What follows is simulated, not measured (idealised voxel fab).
A process module follows: voxel air gaps.
The width of the displayed cross-section, cut, is 300 nm; its cells are square, with a size of 5 nm.
Format of a cross-section: grid, square cells. Given as bands. Order: top down. Band: one or more rows of cells. Heights first: top, then bottom, in nm. Then materials, left to right, each with a width in nm. "everywhere" on a single material: fills the band edge to edge. "air": empty space. Note: height 0 marks the level under which the wafer is uniformly one material as received. Lowest band unbounded below, written "from 0 down". You'd read "30..40" like this: the band's top row of cells is as wide as the first number, its bottom row is as wide as the second, and going down, every row changes width by the same amount as the row before did. Step marked "no alteration"? Then no cell in the cross-section changed in it. "Fully enclosed voids" enumerates empty spaces isolated from the top, with no open way to it, that contain at least 8 cells, giving each as width x height at distance from the left edge, all three in nm. On each step's line, the part that comes after the settings is the simulator's own comment on the step. The optional step-line setting "overlay nm" applies to steps with a mask and quantifies how far to the right of its planned location the mask lay, a negative value indicating leftward placement.
Intended process steps
1. RECEIVE | material Si
2. CONFORMAL_DEP | material SiO2 | thk nm 10
3. CONFORMAL_DEP | material SiN | thk nm 5
4. DIRECTIONAL_DEP | material SiO2 | thk nm 40
5. MASKED_ETCH | tone open | mask id LINES | width nm 20 | pitch nm 45 | etch materials SiO2 | depth nm 40 | overlay nm 0
6. CONFORMAL_DEP | material TiN | thk nm 5
7. FILL_DEP | material W | thk nm 10
8. CMP | height nm 55
9. EPI | material Ru | thk nm 10
10. SELECTIVE_ETCH | etch materials SiO2 | depth nm 50
11. CONFORMAL_DEP | material SiN | thk nm 5
As-received wafer cross-section (after step 1)
  from 0 down = Si everywhere
  Fully enclosed voids: none
First of two wafers at the end of the module, shown in cross-section; run carried out as planned
  from 70 to 65 = 55 air; 185 SiN; 60 air
  from 65 to 55 = 55 air; 5 SiN; 40 Ru; 5 SiN; 40 Ru; 5 SiN; 40 Ru; 5 SiN; 40 Ru; 5 SiN; 60 air
  from 55 to 50 = 55 air; 15 SiN; 5 TiN; 10 W; 5 TiN; 25 SiN; 5 TiN; 10 W; 5 TiN; 25 SiN; 5 TiN; 10 W; 5 TiN; 25 SiN; 5 TiN; 10 W; 5 TiN; 15 SiN; 60 air
  from 50 to 20 = 65 air; 5 SiN; 5 TiN; 10 W; 5 TiN; 5 SiN; 15 air; 5 SiN; 5 TiN; 10 W; 5 TiN; 5 SiN; 15 air; 5 SiN; 5 TiN; 10 W; 5 TiN; 5 SiN; 15 air; 5 SiN; 5 TiN; 10 W; 5 TiN; 5 SiN; 70 air
  from 20 to 15 = 70 SiN; 20 TiN; 25 SiN; 20 TiN; 25 SiN; 20 TiN; 25 SiN; 20 TiN; 75 SiN
  from 15 to 10 = SiN everywhere
  from 10 to 0 = SiO2 everywhere
  from 0 down = Si everywhere
  Fully enclosed voids: 15 x 30 at 95; 15 x 30 at 140; 15 x 30 at 185
Cross-section of the latter of the two wafers at module completion. It had an identical start and an identical plan to the former; in running it, one mistake was made
  from 70 to 65 = SiN everywhere
  from 65 to 55 = Ru everywhere
  from 55 to 50 = W everywhere
  from 50 to 45 = 75 TiN; 10 W; 35 TiN; 10 W; 35 TiN; 10 W; 35 TiN; 10 W; 80 TiN
  from 45 to 10 = 70 SiO2; 5 TiN; 10 W; 5 TiN; 25 SiO2; 5 TiN; 10 W; 5 TiN; 25 SiO2; 5 TiN; 10 W; 5 TiN; 25 SiO2; 5 TiN; 10 W; 5 TiN; 75 SiO2
  from 10 to 5 = 70 SiO2; 20 TiN; 25 SiO2; 20 TiN; 25 SiO2; 20 TiN; 25 SiO2; 20 TiN; 75 SiO2
  from 5 to 0 = SiN everywhere
  from 0 down = Si everywhere
  Fully enclosed voids: none
Error vs. plan: plan step 2 never ran because it was skipped
Materials where the second wafer ends with more or fewer cells than the first: 56 more of Ru, 100 fewer of SiN, 232 more of SiO2, 52 more of TiN, 68 more of W
Closed void count at end of process - first wafer: 3; second wafer: 0.
